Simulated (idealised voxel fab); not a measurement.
Documented hereafter: the process module known as voxel capacitor over wiring.
cross-section cut | 235 nm wide | cells 5 nm
Format of a cross-section: grid, square cells. Given as bands. Order: top down. Band: one or more rows of cells.
Look at the band entry: it leads with the top's height and the bottom's height in nm. Then it lists the materials left to right, with a width in nm for each. The word "edge to edge" on a single material says that material fills the band edge to edge. The word "blank" is empty space.
The level at which height equals 0 is the one under which the wafer, as it arrives, is entirely one material. No lower edge exists for the bottom band, which continues downward and is notated as in "from 0 down".
It should be noted that a width expressed as "30 to 40" varies in equal increments from row to row of cells within the band, taking the value of the first number at the top row and that of the second number at the bottom row.
Step marked "nothing altered"? Then no cell in the cross-section changed in it.
In "Closed void roster" the enclosed voids are listed, meaning empty spaces of 8 cells or larger without any opening to the top. The form is width x height at distance, distance from the left edge, units nm.
Read whatever lies past the settings on a step's line as the simulator's own remark about the step.
overlay nm: step with mask; distance mask lay right of planned place; negative value = left of planned place.
Planned process steps:
1 RECEIVE [material Si]
2 CONFORMAL_DEP [material SiO2] [thk nm 15]
3 DIRECTIONAL_DEP [material TiN] [thk nm 5]
4 DIRECTIONAL_DEP [material W] [thk nm 20]
5 DIRECTIONAL_DEP [material aC] [thk nm 15]
6 PATTERN [tone cover] [mask id METAL_1] [material resist] [width nm 25] [pitch nm 85] [thk nm 35] [overlay nm 0]
7 DIRECTIONAL_ETCH [etch materials aC] [depth nm 15]
8 STRIP [etch materials resist]
9 DIRECTIONAL_ETCH [etch materials W] [depth nm 20]
10 DIRECTIONAL_ETCH [etch materials TiN] [depth nm 5]
11 STRIP [etch materials aC]
12 FILL_DEP [material SiO2] [thk nm 10]
13 CMP [height nm 40]
14 CONFORMAL_DEP [material SiCN] [thk nm 5]
15 DIRECTIONAL_DEP [material lowk] [thk nm 15]
16 MASKED_ETCH [tone open] [mask id PLUG_1] [width nm 15] [etch materials lowk] [depth nm 15] [overlay nm 0]
17 MASKED_ETCH [tone open] [mask id PLUG_1] [width nm 15] [etch materials SiCN] [depth nm 5] [overlay nm 0]
18 CONFORMAL_DEP [material TiN] [thk nm 5]
19 FILL_DEP [material Ru] [thk nm 10]
20 CMP [height nm 60]
21 DIRECTIONAL_DEP [material TiN] [thk nm 5]
22 DIRECTIONAL_DEP [material SiN] [thk nm 5]
23 DIRECTIONAL_DEP [material TiN] [thk nm 10]
24 DIRECTIONAL_DEP [material aC] [thk nm 10]
25 PATTERN [tone cover] [mask id UPPER_PLATE] [material resist] [width nm 65] [thk nm 25] [overlay nm 0]
26 DIRECTIONAL_ETCH [etch materials aC] [depth nm 10]
27 STRIP [etch materials resist]
28 DIRECTIONAL_ETCH [etch materials TiN] [depth nm 10]
29 DIRECTIONAL_ETCH [etch materials SiN] [depth nm 5]
30 STRIP [etch materials aC]
31 DIRECTIONAL_DEP [material aC] [thk nm 10]
32 PATTERN [tone cover] [mask id LOWER_PLATE] [material resist] [width nm 75] [thk nm 30] [overlay nm 0]
33 DIRECTIONAL_ETCH [etch materials aC] [depth nm 10]
34 STRIP [etch materials resist]
35 DIRECTIONAL_ETCH [etch materials TiN] [depth nm 5]
36 STRIP [etch materials aC]
37 FILL_DEP [material SiO2] [thk nm 15]
38 CMP [height nm 90]
39 PATTERN [tone open] [mask id PLUG_2] [material resist] [width nm 15] [thk nm 20] [overlay nm 0]
40 DIRECTIONAL_ETCH [etch materials SiO2] [depth nm 10]
41 STRIP [etch materials resist]
42 CONFORMAL_DEP [material TiN] [thk nm 5]
43 FILL_DEP [material Cu] [thk nm 5]
44 CMP [height nm 90]
45 CONFORMAL_DEP [material SiN] [thk nm 5]
Account of the first of two wafers, which was processed as intended:
Step 1 complete: cross-section of the wafer as received:
from 0 down | Si edge to edge
Closed void roster: none
You're looking at a cross-section of the wafer after step 2:
from 15 to 0 | SiO2 edge to edge
For the remainder of the cross-section, below 0, there is no change.
You're looking at a cross-section of the wafer after step 3:
from 20 to 15 | TiN edge to edge
For the remainder of the cross-section, below 15, there is no change.
You're looking at a cross-section of the wafer after step 4:
from 40 to 20 | W edge to edge
For the remainder of the cross-section, below 20, there is no change.
You're looking at a cross-section of the wafer after step 5:
from 55 to 40 | aC edge to edge
For the remainder of the cross-section, below 40, there is no change.
You're looking at a cross-section of the wafer after step 6:
from 90 to 55 | blank (60)  resist (25)  blank (60)  resist (25)  blank (65)
For the remainder of the cross-section, below 55, there is no change.
You're looking at a cross-section of the wafer after step 7:
from 75 to 55 | blank (60)  resist (25)  blank (60)  resist (25)  blank (65)
from 55 to 40 | blank (60)  aC (25)  blank (60)  aC (25)  blank (65)
For the remainder of the cross-section, below 40, there is no change.
You're looking at a cross-section of the wafer after step 8:
from 55 to 40 | blank (60)  aC (25)  blank (60)  aC (25)  blank (65)
For the remainder of the cross-section, below 40, there is no change.
You're looking at a cross-section of the wafer after step 9:
from 55 to 40 | blank (60)  aC (25)  blank (60)  aC (25)  blank (65)
from 40 to 20 | blank (60)  W (25)  blank (60)  W (25)  blank (65)
For the remainder of the cross-section, below 20, there is no change.
You're looking at a cross-section of the wafer after step 10:
from 55 to 40 | blank (60)  aC (25)  blank (60)  aC (25)  blank (65)
from 40 to 20 | blank (60)  W (25)  blank (60)  W (25)  blank (65)
from 20 to 15 | blank (60)  TiN (25)  blank (60)  TiN (25)  blank (65)
For the remainder of the cross-section, below 15, there is no change.
You're looking at a cross-section of the wafer after step 11:
from 40 to 20 | blank (60)  W (25)  blank (60)  W (25)  blank (65)
For the remainder of the cross-section, below 20, there is no change.
You're looking at a cross-section of the wafer after step 12:
from 50 to 40 | SiO2 edge to edge
from 40 to 20 | SiO2 (60)  W (25)  SiO2 (60)  W (25)  SiO2 (65)
from 20 to 15 | SiO2 (60)  TiN (25)  SiO2 (60)  TiN (25)  SiO2 (65)
For the remainder of the cross-section, below 15, there is no change.
You're looking at a cross-section of the wafer after step 13:
from 40 to 20 | SiO2 (60)  W (25)  SiO2 (60)  W (25)  SiO2 (65)
For the remainder of the cross-section, below 20, there is no change.
You're looking at a cross-section of the wafer after step 14:
from 45 to 40 | SiCN edge to edge
For the remainder of the cross-section, below 40, there is no change.
You're looking at a cross-section of the wafer after step 15:
from 60 to 45 | lowk edge to edge
For the remainder of the cross-section, below 45, there is no change.
You're looking at a cross-section of the wafer after step 16:
from 60 to 45 | lowk (70)  blank (15)  lowk (150)
For the remainder of the cross-section, below 45, there is no change.
You're looking at a cross-section of the wafer after step 17:
from 60 to 45 | lowk (70)  blank (15)  lowk (150)
from 45 to 40 | SiCN (70)  blank (15)  SiCN (150)
For the remainder of the cross-section, below 40, there is no change.
You're looking at a cross-section of the wafer after step 18:
from 65 to 60 | TiN (75)  blank (5)  TiN (155)
from 60 to 45 | lowk (70)  TiN (5)  blank (5)  TiN (5)  lowk (150)
from 45 to 40 | SiCN (70)  TiN (15)  SiCN (150)
For the remainder of the cross-section, below 40, there is no change.
You're looking at a cross-section of the wafer after step 19:
from 75 to 65 | Ru edge to edge
from 65 to 60 | TiN (75)  Ru (5)  TiN (155)
from 60 to 45 | lowk (70)  TiN (5)  Ru (5)  TiN (5)  lowk (150)
For the remainder of the cross-section, below 45, there is no change.
You're looking at a cross-section of the wafer after step 20:
from 60 to 45 | lowk (70)  TiN (5)  Ru (5)  TiN (5)  lowk (150)
For the remainder of the cross-section, below 45, there is no change.
You're looking at a cross-section of the wafer after step 21:
from 65 to 60 | TiN edge to edge
For the remainder of the cross-section, below 60, there is no change.
You're looking at a cross-section of the wafer after step 22:
from 70 to 65 | SiN edge to edge
For the remainder of the cross-section, below 65, there is no change.
You're looking at a cross-section of the wafer after step 23:
from 80 to 70 | TiN edge to edge
For the remainder of the cross-section, below 70, there is no change.
You're looking at a cross-section of the wafer after step 24:
from 90 to 80 | aC edge to edge
For the remainder of the cross-section, below 80, there is no change.
You're looking at a cross-section of the wafer after step 25:
from 115 to 90 | blank (70)  resist (65)  blank (100)
For the remainder of the cross-section, below 90, there is no change.
You're looking at a cross-section of the wafer after step 26:
from 105 to 90 | blank (70)  resist (65)  blank (100)
from 90 to 80 | blank (70)  aC (65)  blank (100)
For the remainder of the cross-section, below 80, there is no change.
You're looking at a cross-section of the wafer after step 27:
from 90 to 80 | blank (70)  aC (65)  blank (100)
For the remainder of the cross-section, below 80, there is no change.
You're looking at a cross-section of the wafer after step 28:
from 90 to 80 | blank (70)  aC (65)  blank (100)
from 80 to 70 | blank (70)  TiN (65)  blank (100)
For the remainder of the cross-section, below 70, there is no change.
You're looking at a cross-section of the wafer after step 29:
from 90 to 80 | blank (70)  aC (65)  blank (100)
from 80 to 70 | blank (70)  TiN (65)  blank (100)
from 70 to 65 | blank (70)  SiN (65)  blank (100)
For the remainder of the cross-section, below 65, there is no change.
You're looking at a cross-section of the wafer after step 30:
from 80 to 70 | blank (70)  TiN (65)  blank (100)
For the remainder of the cross-section, below 70, there is no change.
You're looking at a cross-section of the wafer after step 31:
from 90 to 80 | blank (70)  aC (65)  blank (100)
from 80 to 75 | blank (70)  TiN (65)  blank (100)
from 75 to 70 | aC (70)  TiN (65)  aC (100)
from 70 to 65 | aC (70)  SiN (65)  aC (100)
For the remainder of the cross-section, below 65, there is no change.
You're looking at a cross-section of the wafer after step 32:
from 120 to 90 | blank (65)  resist (75)  blank (95)
from 90 to 80 | blank (65)  resist (5)  aC (65)  resist (5)  blank (95)
from 80 to 75 | blank (65)  resist (5)  TiN (65)  resist (5)  blank (95)
For the remainder of the cross-section, below 75, there is no change.
You're looking at a cross-section of the wafer after step 33:
from 110 to 90 | blank (65)  resist (75)  blank (95)
from 90 to 80 | blank (65)  resist (5)  aC (65)  resist (5)  blank (95)
from 80 to 75 | blank (65)  resist (5)  TiN (65)  resist (5)  blank (95)
from 75 to 70 | blank (65)  aC (5)  TiN (65)  aC (5)  blank (95)
from 70 to 65 | blank (65)  aC (5)  SiN (65)  aC (5)  blank (95)
For the remainder of the cross-section, below 65, there is no change.
You're looking at a cross-section of the wafer after step 34:
from 90 to 80 | blank (70)  aC (65)  blank (100)
from 80 to 75 | blank (70)  TiN (65)  blank (100)
For the remainder of the cross-section, below 75, there is no change.
You're looking at a cross-section of the wafer after step 35:
from 90 to 80 | blank (70)  aC (65)  blank (100)
from 80 to 75 | blank (70)  TiN (65)  blank (100)
from 75 to 70 | blank (65)  aC (5)  TiN (65)  aC (5)  blank (95)
from 70 to 65 | blank (65)  aC (5)  SiN (65)  aC (5)  blank (95)
from 65 to 60 | blank (65)  TiN (75)  blank (95)
For the remainder of the cross-section, below 60, there is no change.
You're looking at a cross-section of the wafer after step 36:
from 80 to 70 | blank (70)  TiN (65)  blank (100)
from 70 to 65 | blank (70)  SiN (65)  blank (100)
For the remainder of the cross-section, below 65, there is no change.
You're looking at a cross-section of the wafer after step 37:
from 95 to 80 | SiO2 edge to edge
from 80 to 70 | SiO2 (70)  TiN (65)  SiO2 (100)
from 70 to 65 | SiO2 (70)  SiN (65)  SiO2 (100)
from 65 to 60 | SiO2 (65)  TiN (75)  SiO2 (95)
For the remainder of the cross-section, below 60, there is no change.
You're looking at a cross-section of the wafer after step 38:
from 90 to 80 | SiO2 edge to edge
For the remainder of the cross-section, below 80, there is no change.
You're looking at a cross-section of the wafer after step 39:
from 110 to 90 | resist (80)  blank (15)  resist (140)
For the remainder of the cross-section, below 90, there is no change.
You're looking at a cross-section of the wafer after step 40:
from 110 to 90 | resist (80)  blank (15)  resist (140)
from 90 to 80 | SiO2 (80)  blank (15)  SiO2 (140)
For the remainder of the cross-section, below 80, there is no change.
You're looking at a cross-section of the wafer after step 41:
from 90 to 80 | SiO2 (80)  blank (15)  SiO2 (140)
For the remainder of the cross-section, below 80, there is no change.
You're looking at a cross-section of the wafer after step 42:
from 95 to 90 | TiN (85)  blank (5)  TiN (145)
from 90 to 85 | SiO2 (80)  TiN (5)  blank (5)  TiN (5)  SiO2 (140)
from 85 to 80 | SiO2 (80)  TiN (15)  SiO2 (140)
For the remainder of the cross-section, below 80, there is no change.
You're looking at a cross-section of the wafer after step 43:
from 100 to 95 | Cu edge to edge
from 95 to 90 | TiN (85)  Cu (5)  TiN (145)
from 90 to 85 | SiO2 (80)  TiN (5)  Cu (5)  TiN (5)  SiO2 (140)
For the remainder of the cross-section, below 85, there is no change.
You're looking at a cross-section of the wafer after step 44:
from 90 to 85 | SiO2 (80)  TiN (5)  Cu (5)  TiN (5)  SiO2 (140)
For the remainder of the cross-section, below 85, there is no change.
You're looking at a cross-section of the wafer after step 45:
from 95 to 90 | SiN edge to edge
For the remainder of the cross-section, below 90, there is no change.
It is to be noted that the second wafer proceeded from the same initial state and according to the same plan as the first, although one mistake was committed in its execution; through step 3, inclusive, the two wafers share an identical history:
Cross-section of the second wafer at the time step 4 of the plan should have ended:
from 30 to 20 | W edge to edge
For the remainder of the cross-section, below 20, there is no change.
Cross-section of the second wafer at the time step 5 of the plan should have ended:
from 45 to 30 | aC edge to edge
For the remainder of the cross-section, below 30, there is no change.
Cross-section of the second wafer at the time step 6 of the plan should have ended:
from 80 to 45 | blank (60)  resist (25)  blank (60)  resist (25)  blank (65)
For the remainder of the cross-section, below 45, there is no change.
Cross-section of the second wafer at the time step 7 of the plan should have ended:
from 65 to 45 | blank (60)  resist (25)  blank (60)  resist (25)  blank (65)
from 45 to 30 | blank (60)  aC (25)  blank (60)  aC (25)  blank (65)
For the remainder of the cross-section, below 30, there is no change.
Cross-section of the second wafer at the time step 8 of the plan should have ended:
from 45 to 30 | blank (60)  aC (25)  blank (60)  aC (25)  blank (65)
For the remainder of the cross-section, below 30, there is no change.
Cross-section of the second wafer at the time step 9 of the plan should have ended:
from 45 to 30 | blank (60)  aC (25)  blank (60)  aC (25)  blank (65)
from 30 to 20 | blank (60)  W (25)  blank (60)  W (25)  blank (65)
For the remainder of the cross-section, below 20, there is no change.
Cross-section of the second wafer at the time step 10 of the plan should have ended:
from 45 to 30 | blank (60)  aC (25)  blank (60)  aC (25)  blank (65)
from 30 to 20 | blank (60)  W (25)  blank (60)  W (25)  blank (65)
from 20 to 15 | blank (60)  TiN (25)  blank (60)  TiN (25)  blank (65)
For the remainder of the cross-section, below 15, there is no change.
Cross-section of the second wafer at the time step 11 of the plan should have ended:
from 30 to 20 | blank (60)  W (25)  blank (60)  W (25)  blank (65)
For the remainder of the cross-section, below 20, there is no change.
Cross-section of the second wafer at the time step 12 of the plan should have ended:
from 40 to 30 | SiO2 edge to edge
from 30 to 20 | SiO2 (60)  W (25)  SiO2 (60)  W (25)  SiO2 (65)
from 20 to 15 | SiO2 (60)  TiN (25)  SiO2 (60)  TiN (25)  SiO2 (65)
For the remainder of the cross-section, below 15, there is no change.
Cross-section of the second wafer at the time step 13 of the plan should have ended: nothing altered
Cross-section of the second wafer at the time step 14 of the plan should have ended:
from 45 to 40 | SiCN edge to edge
For the remainder of the cross-section, below 40, there is no change.
Cross-section of the second wafer at the time step 15 of the plan should have ended:
from 60 to 45 | lowk edge to edge
For the remainder of the cross-section, below 45, there is no change.
Cross-section of the second wafer at the time step 16 of the plan should have ended:
from 60 to 45 | lowk (70)  blank (15)  lowk (150)
For the remainder of the cross-section, below 45, there is no change.
Cross-section of the second wafer at the time step 17 of the plan should have ended:
from 60 to 45 | lowk (70)  blank (15)  lowk (150)
from 45 to 40 | SiCN (70)  blank (15)  SiCN (150)
For the remainder of the cross-section, below 40, there is no change.
Cross-section of the second wafer at the time step 18 of the plan should have ended:
from 65 to 60 | TiN (75)  blank (5)  TiN (155)
from 60 to 45 | lowk (70)  TiN (5)  blank (5)  TiN (5)  lowk (150)
from 45 to 40 | SiCN (70)  TiN (15)  SiCN (150)
For the remainder of the cross-section, below 40, there is no change.
Cross-section of the second wafer at the time step 19 of the plan should have ended:
from 75 to 65 | Ru edge to edge
from 65 to 60 | TiN (75)  Ru (5)  TiN (155)
from 60 to 45 | lowk (70)  TiN (5)  Ru (5)  TiN (5)  lowk (150)
For the remainder of the cross-section, below 45, there is no change.
Cross-section of the second wafer at the time step 20 of the plan should have ended:
from 60 to 45 | lowk (70)  TiN (5)  Ru (5)  TiN (5)  lowk (150)
For the remainder of the cross-section, below 45, there is no change.
Cross-section of the second wafer at the time step 21 of the plan should have ended:
from 65 to 60 | TiN edge to edge
For the remainder of the cross-section, below 60, there is no change.
Cross-section of the second wafer at the time step 22 of the plan should have ended:
from 70 to 65 | SiN edge to edge
For the remainder of the cross-section, below 65, there is no change.
Cross-section of the second wafer at the time step 23 of the plan should have ended:
from 80 to 70 | TiN edge to edge
For the remainder of the cross-section, below 70, there is no change.
Cross-section of the second wafer at the time step 24 of the plan should have ended:
from 90 to 80 | aC edge to edge
For the remainder of the cross-section, below 80, there is no change.
Cross-section of the second wafer at the time step 25 of the plan should have ended:
from 115 to 90 | blank (70)  resist (65)  blank (100)
For the remainder of the cross-section, below 90, there is no change.
Cross-section of the second wafer at the time step 26 of the plan should have ended:
from 105 to 90 | blank (70)  resist (65)  blank (100)
from 90 to 80 | blank (70)  aC (65)  blank (100)
For the remainder of the cross-section, below 80, there is no change.
Cross-section of the second wafer at the time step 27 of the plan should have ended:
from 90 to 80 | blank (70)  aC (65)  blank (100)
For the remainder of the cross-section, below 80, there is no change.
Cross-section of the second wafer at the time step 28 of the plan should have ended:
from 90 to 80 | blank (70)  aC (65)  blank (100)
from 80 to 70 | blank (70)  TiN (65)  blank (100)
For the remainder of the cross-section, below 70, there is no change.
Cross-section of the second wafer at the time step 29 of the plan should have ended:
from 90 to 80 | blank (70)  aC (65)  blank (100)
from 80 to 70 | blank (70)  TiN (65)  blank (100)
from 70 to 65 | blank (70)  SiN (65)  blank (100)
For the remainder of the cross-section, below 65, there is no change.
Cross-section of the second wafer at the time step 30 of the plan should have ended:
from 80 to 70 | blank (70)  TiN (65)  blank (100)
For the remainder of the cross-section, below 70, there is no change.
Cross-section of the second wafer at the time step 31 of the plan should have ended:
from 90 to 80 | blank (70)  aC (65)  blank (100)
from 80 to 75 | blank (70)  TiN (65)  blank (100)
from 75 to 70 | aC (70)  TiN (65)  aC (100)
from 70 to 65 | aC (70)  SiN (65)  aC (100)
For the remainder of the cross-section, below 65, there is no change.
Cross-section of the second wafer at the time step 32 of the plan should have ended:
from 120 to 90 | blank (65)  resist (75)  blank (95)
from 90 to 80 | blank (65)  resist (5)  aC (65)  resist (5)  blank (95)
from 80 to 75 | blank (65)  resist (5)  TiN (65)  resist (5)  blank (95)
For the remainder of the cross-section, below 75, there is no change.
Cross-section of the second wafer at the time step 33 of the plan should have ended:
from 110 to 90 | blank (65)  resist (75)  blank (95)
from 90 to 80 | blank (65)  resist (5)  aC (65)  resist (5)  blank (95)
from 80 to 75 | blank (65)  resist (5)  TiN (65)  resist (5)  blank (95)
from 75 to 70 | blank (65)  aC (5)  TiN (65)  aC (5)  blank (95)
from 70 to 65 | blank (65)  aC (5)  SiN (65)  aC (5)  blank (95)
For the remainder of the cross-section, below 65, there is no change.
Cross-section of the second wafer at the time step 34 of the plan should have ended:
from 90 to 80 | blank (70)  aC (65)  blank (100)
from 80 to 75 | blank (70)  TiN (65)  blank (100)
For the remainder of the cross-section, below 75, there is no change.
Cross-section of the second wafer at the time step 35 of the plan should have ended:
from 90 to 80 | blank (70)  aC (65)  blank (100)
from 80 to 75 | blank (70)  TiN (65)  blank (100)
from 75 to 70 | blank (65)  aC (5)  TiN (65)  aC (5)  blank (95)
from 70 to 65 | blank (65)  aC (5)  SiN (65)  aC (5)  blank (95)
from 65 to 60 | blank (65)  TiN (75)  blank (95)
For the remainder of the cross-section, below 60, there is no change.
Cross-section of the second wafer at the time step 36 of the plan should have ended:
from 80 to 70 | blank (70)  TiN (65)  blank (100)
from 70 to 65 | blank (70)  SiN (65)  blank (100)
For the remainder of the cross-section, below 65, there is no change.
Cross-section of the second wafer at the time step 37 of the plan should have ended:
from 95 to 80 | SiO2 edge to edge
from 80 to 70 | SiO2 (70)  TiN (65)  SiO2 (100)
from 70 to 65 | SiO2 (70)  SiN (65)  SiO2 (100)
from 65 to 60 | SiO2 (65)  TiN (75)  SiO2 (95)
For the remainder of the cross-section, below 60, there is no change.
Cross-section of the second wafer at the time step 38 of the plan should have ended:
from 90 to 80 | SiO2 edge to edge
For the remainder of the cross-section, below 80, there is no change.
Cross-section of the second wafer at the time step 39 of the plan should have ended:
from 110 to 90 | resist (80)  blank (15)  resist (140)
For the remainder of the cross-section, below 90, there is no change.
Cross-section of the second wafer at the time step 40 of the plan should have ended:
from 110 to 90 | resist (80)  blank (15)  resist (140)
from 90 to 80 | SiO2 (80)  blank (15)  SiO2 (140)
For the remainder of the cross-section, below 80, there is no change.
Cross-section of the second wafer at the time step 41 of the plan should have ended:
from 90 to 80 | SiO2 (80)  blank (15)  SiO2 (140)
For the remainder of the cross-section, below 80, there is no change.
Cross-section of the second wafer at the time step 42 of the plan should have ended:
from 95 to 90 | TiN (85)  blank (5)  TiN (145)
from 90 to 85 | SiO2 (80)  TiN (5)  blank (5)  TiN (5)  SiO2 (140)
from 85 to 80 | SiO2 (80)  TiN (15)  SiO2 (140)
For the remainder of the cross-section, below 80, there is no change.
Cross-section of the second wafer at the time step 43 of the plan should have ended:
from 100 to 95 | Cu edge to edge
from 95 to 90 | TiN (85)  Cu (5)  TiN (145)
from 90 to 85 | SiO2 (80)  TiN (5)  Cu (5)  TiN (5)  SiO2 (140)
For the remainder of the cross-section, below 85, there is no change.
Cross-section of the second wafer at the time step 44 of the plan should have ended:
from 90 to 85 | SiO2 (80)  TiN (5)  Cu (5)  TiN (5)  SiO2 (140)
For the remainder of the cross-section, below 85, there is no change.
Cross-section of the second wafer at the time step 45 of the plan should have ended:
from 95 to 90 | SiN edge to edge
For the remainder of the cross-section, below 90, there is no change.
Deviation noted in wafer processing: step 4 deviated from plan and actually ran as DIRECTIONAL_DEP [material W] [thk nm 10]
Final tally in cells, some materials are higher or lower on the second wafer than on the first: SiO2: 20 more; W: 20 fewer
